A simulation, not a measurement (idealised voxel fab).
Process module in this document: voxel ribs on slabs
Each square cell in cross-section cut measures 5 nm, and the section as a whole is 155 nm wide.
Bands, listed from the top down, are how a cross-section gets written in this document; the cross-section itself is a grid of square cells, and a band is one or more rows of them.
Within each band entry, the heights of the top and of the bottom of the band appear first, in that order and in nm; the materials of the band then follow from left to right, each with its corresponding width in nm. The designation "full width" on a single material indicates that it fills the band from edge to edge; the designation "empty" indicates empty space.
All heights in this document are referenced to 0, defined as the level beneath which the wafer, as received, consists entirely of one material. The lowest band is not bounded below; it extends indefinitely downward and is written in the form "0..down".
The expression "30 to 40" gives the width at the extremes of the band, the first number at its top row of cells and the second at its bottom row, with the width changing by equal amounts from each row to the next in between.
Given "nothing different" for a step, no cell of the cross-section differs between before and after that step.
The entry "Voids lacking openings" lists the empty spaces that cover at least 8 cells and have no open path to the top. Each is written as width x height at distance, where the distance is measured from the left edge and all three values are in nm.
Step line, after settings: the simulator's comment on this step.
If you see "overlay nm" on a step's line and that step has a mask, it's telling you how far right of where it was planned the mask ended up; a negative number means it went left instead.

-- Process steps - plan
1,op RECEIVE | material Si
2,op DIRECTIONAL_DEP | material SiO2 | thk nm 25
3,op DIRECTIONAL_DEP | material SiN | thk nm 25
4,op DIRECTIONAL_DEP | material aC | thk nm 10
5,op PATTERN | tone cover | mask id RIB | material resist | width nm 25 | thk nm 25 | overlay nm 0
6,op DIRECTIONAL_ETCH | etch materials aC | depth nm 10
7,op STRIP | etch materials resist
8,op DIRECTIONAL_ETCH | etch materials SiN | depth nm 5
9,op STRIP | etch materials aC
10,op PATTERN | tone cover | mask id SLAB | material resist | width nm 65 | thk nm 15 | overlay nm 0
11,op DIRECTIONAL_ETCH | etch materials SiN | depth nm 20
12,op STRIP | etch materials resist
13,op FILL_DEP | material SiO2 | thk nm 20
14,op CMP | height nm 65
15,op DIRECTIONAL_DEP | material TiN | thk nm 10
16,op DIRECTIONAL_DEP | material aC | thk nm 10
17,op PATTERN | tone cover | mask id HEATER | material resist | width nm 35 | thk nm 25 | overlay nm 0
18,op DIRECTIONAL_ETCH | etch materials aC | depth nm 10
19,op STRIP | etch materials resist
20,op DIRECTIONAL_ETCH | etch materials TiN | depth nm 10
21,op STRIP | etch materials aC
22,op CONFORMAL_DEP | material SiO2 | thk nm 5

-- Of two wafers, the first: run according to plan

-- Incoming wafer in cross-section (state: after step 1)
> 0..down: Si full width
> Voids lacking openings: none

-- Cross-sectional representation of the wafer at the conclusion of step 2
> 25..0: SiO2 full width
> below 0: unchanged

-- Cross-sectional representation of the wafer at the conclusion of step 3
> 50..25: SiN full width
> below 25: unchanged

-- Cross-sectional representation of the wafer at the conclusion of step 4
> 60..50: aC full width
> below 50: unchanged

-- Cross-sectional representation of the wafer at the conclusion of step 5
> 85..60: 65 nm empty; 25 nm resist; 65 nm empty
> below 60: unchanged

-- Cross-sectional representation of the wafer at the conclusion of step 6
> 75..60: 65 nm empty; 25 nm resist; 65 nm empty
> 60..50: 65 nm empty; 25 nm aC; 65 nm empty
> below 50: unchanged

-- Cross-sectional representation of the wafer at the conclusion of step 7
> 60..50: 65 nm empty; 25 nm aC; 65 nm empty
> below 50: unchanged

-- Cross-sectional representation of the wafer at the conclusion of step 8
> 60..50: 65 nm empty; 25 nm aC; 65 nm empty
> 50..45: 65 nm empty; 25 nm SiN; 65 nm empty
> below 45: unchanged

-- Cross-sectional representation of the wafer at the conclusion of step 9
> 50..45: 65 nm empty; 25 nm SiN; 65 nm empty
> below 45: unchanged

-- Cross-sectional representation of the wafer at the conclusion of step 10
> 65..50: 45 nm empty; 65 nm resist; 45 nm empty
> 50..45: 45 nm empty; 20 nm resist; 25 nm SiN; 20 nm resist; 45 nm empty
> below 45: unchanged

-- Cross-sectional representation of the wafer at the conclusion of step 11
> 65..50: 45 nm empty; 65 nm resist; 45 nm empty
> 50..45: 45 nm empty; 20 nm resist; 25 nm SiN; 20 nm resist; 45 nm empty
> 45..25: 45 nm empty; 65 nm SiN; 45 nm empty
> below 25: unchanged

-- Cross-sectional representation of the wafer at the conclusion of step 12
> 50..45: 65 nm empty; 25 nm SiN; 65 nm empty
> below 45: unchanged

-- Cross-sectional representation of the wafer at the conclusion of step 13
> 70..50: SiO2 full width
> 50..45: 65 nm SiO2; 25 nm SiN; 65 nm SiO2
> 45..25: 45 nm SiO2; 65 nm SiN; 45 nm SiO2
> below 25: unchanged

-- Cross-sectional representation of the wafer at the conclusion of step 14
> 65..50: SiO2 full width
> below 50: unchanged

-- Cross-sectional representation of the wafer at the conclusion of step 15
> 75..65: TiN full width
> below 65: unchanged

-- Cross-sectional representation of the wafer at the conclusion of step 16
> 85..75: aC full width
> below 75: unchanged

-- Cross-sectional representation of the wafer at the conclusion of step 17
> 110..85: 60 nm empty; 35 nm resist; 60 nm empty
> below 85: unchanged

-- Cross-sectional representation of the wafer at the conclusion of step 18
> 100..85: 60 nm empty; 35 nm resist; 60 nm empty
> 85..75: 60 nm empty; 35 nm aC; 60 nm empty
> below 75: unchanged

-- Cross-sectional representation of the wafer at the conclusion of step 19
> 85..75: 60 nm empty; 35 nm aC; 60 nm empty
> below 75: unchanged

-- Cross-sectional representation of the wafer at the conclusion of step 20
> 85..75: 60 nm empty; 35 nm aC; 60 nm empty
> 75..65: 60 nm empty; 35 nm TiN; 60 nm empty
> below 65: unchanged

-- Cross-sectional representation of the wafer at the conclusion of step 21
> 75..65: 60 nm empty; 35 nm TiN; 60 nm empty
> below 65: unchanged

-- Cross-sectional representation of the wafer at the conclusion of step 22
> 80..75: 55 nm empty; 45 nm SiO2; 55 nm empty
> 75..70: 55 nm empty; 5 nm SiO2; 35 nm TiN; 5 nm SiO2; 55 nm empty
> 70..65: 60 nm SiO2; 35 nm TiN; 60 nm SiO2
> below 65: unchanged

-- For the second wafer, take the first wafer's start and plan, then add one mistake made in running it; everything through step 2, that step included, is shared with the first

-- X-section, second wafer, when step 3 was due to finish
> 75..25: SiN full width
> below 25: unchanged

-- X-section, second wafer, when step 4 was due to finish
> 85..75: aC full width
> below 75: unchanged

-- X-section, second wafer, when step 5 was due to finish
> 110..85: 65 nm empty; 25 nm resist; 65 nm empty
> below 85: unchanged

-- X-section, second wafer, when step 6 was due to finish
> 100..85: 65 nm empty; 25 nm resist; 65 nm empty
> 85..75: 65 nm empty; 25 nm aC; 65 nm empty
> below 75: unchanged

-- X-section, second wafer, when step 7 was due to finish
> 85..75: 65 nm empty; 25 nm aC; 65 nm empty
> below 75: unchanged

-- X-section, second wafer, when step 8 was due to finish
> 85..75: 65 nm empty; 25 nm aC; 65 nm empty
> 75..70: 65 nm empty; 25 nm SiN; 65 nm empty
> below 70: unchanged

-- X-section, second wafer, when step 9 was due to finish
> 75..70: 65 nm empty; 25 nm SiN; 65 nm empty
> below 70: unchanged

-- X-section, second wafer, when step 10 was due to finish
> 90..75: 45 nm empty; 65 nm resist; 45 nm empty
> 75..70: 45 nm empty; 20 nm resist; 25 nm SiN; 20 nm resist; 45 nm empty
> below 70: unchanged

-- X-section, second wafer, when step 11 was due to finish
> 90..75: 45 nm empty; 65 nm resist; 45 nm empty
> 75..70: 45 nm empty; 20 nm resist; 25 nm SiN; 20 nm resist; 45 nm empty
> 70..50: 45 nm empty; 65 nm SiN; 45 nm empty
> below 50: unchanged

-- X-section, second wafer, when step 12 was due to finish
> 75..70: 65 nm empty; 25 nm SiN; 65 nm empty
> below 70: unchanged

-- X-section, second wafer, when step 13 was due to finish
> 95..75: SiO2 full width
> 75..70: 65 nm SiO2; 25 nm SiN; 65 nm SiO2
> 70..50: 45 nm SiO2; 65 nm SiN; 45 nm SiO2
> below 50: unchanged

-- X-section, second wafer, when step 14 was due to finish
> 65..50: 45 nm SiO2; 65 nm SiN; 45 nm SiO2
> below 50: unchanged

-- X-section, second wafer, when step 15 was due to finish
> 75..65: TiN full width
> below 65: unchanged

-- X-section, second wafer, when step 16 was due to finish
> 85..75: aC full width
> below 75: unchanged

-- X-section, second wafer, when step 17 was due to finish
> 110..85: 60 nm empty; 35 nm resist; 60 nm empty
> below 85: unchanged

-- X-section, second wafer, when step 18 was due to finish
> 100..85: 60 nm empty; 35 nm resist; 60 nm empty
> 85..75: 60 nm empty; 35 nm aC; 60 nm empty
> below 75: unchanged

-- X-section, second wafer, when step 19 was due to finish
> 85..75: 60 nm empty; 35 nm aC; 60 nm empty
> below 75: unchanged

-- X-section, second wafer, when step 20 was due to finish
> 85..75: 60 nm empty; 35 nm aC; 60 nm empty
> 75..65: 60 nm empty; 35 nm TiN; 60 nm empty
> below 65: unchanged

-- X-section, second wafer, when step 21 was due to finish
> 75..65: 60 nm empty; 35 nm TiN; 60 nm empty
> below 65: unchanged

-- X-section, second wafer, when step 22 was due to finish
> 80..75: 55 nm empty; 45 nm SiO2; 55 nm empty
> 75..70: 55 nm empty; 5 nm SiO2; 35 nm TiN; 5 nm SiO2; 55 nm empty
> 70..65: 60 nm SiO2; 35 nm TiN; 60 nm SiO2
> below 65: unchanged
Nonconformance to the process plan: step 3 of the plan was twice carried out
Final difference in cells, second wafer against first, listed per material as more or fewer: SiN: 137 more, SiO2: 137 fewer
